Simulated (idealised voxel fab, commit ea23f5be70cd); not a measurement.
Name of the process module below: voxel capacitor over wiring
The cross-section on display is named cut; it measures 160 nm wide, and its cells are 5 nm squares.
In what follows, cross-sections appear as grids of square cells, described through bands that run from the top down, where every band is one or more rows of cells.
Band: top height; bottom height; in nm. Then, left to right: material with width in nm, for each material. "edge to edge": a single material spanning edge to edge. "blank": empty space.
We count height from 0. Below that, the starting wafer is all one material. The lowest band never ends at the bottom but goes on down; see "from 0 down" for how that is written.
The two numbers in a width such as "30->40" mark its ends across the band: the first belongs to the top row of cells, the second to the bottom row, and from each row to the next the width moves by the same amount.
Key: "no alterations made" - step with no changed cell in the cross-section.
Empty spaces counting at least 8 cells and having no open way to the top are listed in "Fully closed voids". The notation width x height at distance is used for each, the distance being from the left edge and all three values in nm.
Note: text after step settings on the step line = simulator remark on that step.
Each step line may optionally specify "overlay nm", which for a step with a mask gives the rightward distance between the mask's planned place and where it lay, a negative value indicating the leftward direction.
### Steps planned for the process
1. RECEIVE, material Si
2. CONFORMAL_DEP, material SiO2, thk nm 10
3. CONFORMAL_DEP, material SiCN, thk nm 5
4. DIRECTIONAL_DEP, material lowk, thk nm 15
5. PATTERN, tone open, mask id METAL_1, material resist, width nm 20, pitch nm 85, thk nm 20, overlay nm 0
6. DIRECTIONAL_ETCH, etch materials lowk, depth nm 15
7. DIRECTIONAL_ETCH, etch materials SiCN, depth nm 5
8. STRIP, etch materials resist
9. CONFORMAL_DEP, material TiN, thk nm 5
10. FILL_DEP, material Cu, thk nm 5
11. CMP, height nm 30
12. EPI, material Ru, thk nm 5
13. FILL_DEP, material SiCN, thk nm 5
14. DIRECTIONAL_DEP, material lowk, thk nm 10
15. PATTERN, tone open, mask id PLUG_1, material resist, width nm 15, thk nm 15, overlay nm 0
16. DIRECTIONAL_ETCH, etch materials lowk, depth nm 10
17. DIRECTIONAL_ETCH, etch materials SiCN, depth nm 5
18. STRIP, etch materials resist
19. EPI, material Ru, thk nm 10
20. EPI, material Ru, thk nm 5
21. DIRECTIONAL_DEP, material TiN, thk nm 10
22. DIRECTIONAL_DEP, material SiN, thk nm 5
23. DIRECTIONAL_DEP, material TiN, thk nm 5
24. MASKED_ETCH, tone cover, mask id UPPER_PLATE, width nm 70, etch materials TiN, depth nm 5, overlay nm 0
25. MASKED_ETCH, tone cover, mask id UPPER_PLATE, width nm 70, etch materials SiN, depth nm 5, overlay nm 0
26. PATTERN, tone cover, mask id LOWER_PLATE, material resist, width nm 80, thk nm 15, overlay nm -10
27. DIRECTIONAL_ETCH, etch materials TiN, depth nm 10
28. STRIP, etch materials resist
29. FILL_DEP, material SiO2, thk nm 15
30. CMP, height nm 80
31. MASKED_ETCH, tone open, mask id PLUG_2, width nm 15, etch materials SiO2, depth nm 10, overlay nm 0
32. CONFORMAL_DEP, material TiN, thk nm 5
33. FILL_DEP, material W, thk nm 10
34. CMP, height nm 80
35. CONFORMAL_DEP, material SiN, thk nm 5
Split variable: overlay nm, step 26. Plan value = first wafer. Wafers start alike.
### First of several wafers, received after step 1, in cross-section
* from 0 down  Si edge to edge
* Fully closed voids: none
### Tabulated below, wafer by wafer, are the end-of-module results: for each material, the number of cells gained (+) or lost (-) relative to the as-received state, followed by the closed voids
overlay nm -10; +12 Cu; +21 Ru; +73 SiCN; +46 SiN; +189 SiO2; +72 TiN; +1 W; +130 lowk; Fully closed voids: none
overlay nm -5; +12 Cu; +21 Ru; +73 SiCN; +46 SiN; +190 SiO2; +71 TiN; +1 W; +130 lowk; Fully closed voids: none
overlay nm 0; +12 Cu; +21 Ru; +73 SiCN; +46 SiN; +190 SiO2; +71 TiN; +1 W; +130 lowk; Fully closed voids: none
overlay nm 5; +12 Cu; +21 Ru; +73 SiCN; +46 SiN; +190 SiO2; +71 TiN; +1 W; +130 lowk; Fully closed voids: none
overlay nm 10; +12 Cu; +21 Ru; +73 SiCN; +46 SiN; +189 SiO2; +72 TiN; +1 W; +130 lowk; Fully closed voids: none
overlay nm 15; +12 Cu; +21 Ru; +73 SiCN; +46 SiN; +188 SiO2; +73 TiN; +1 W; +130 lowk; Fully closed voids: none
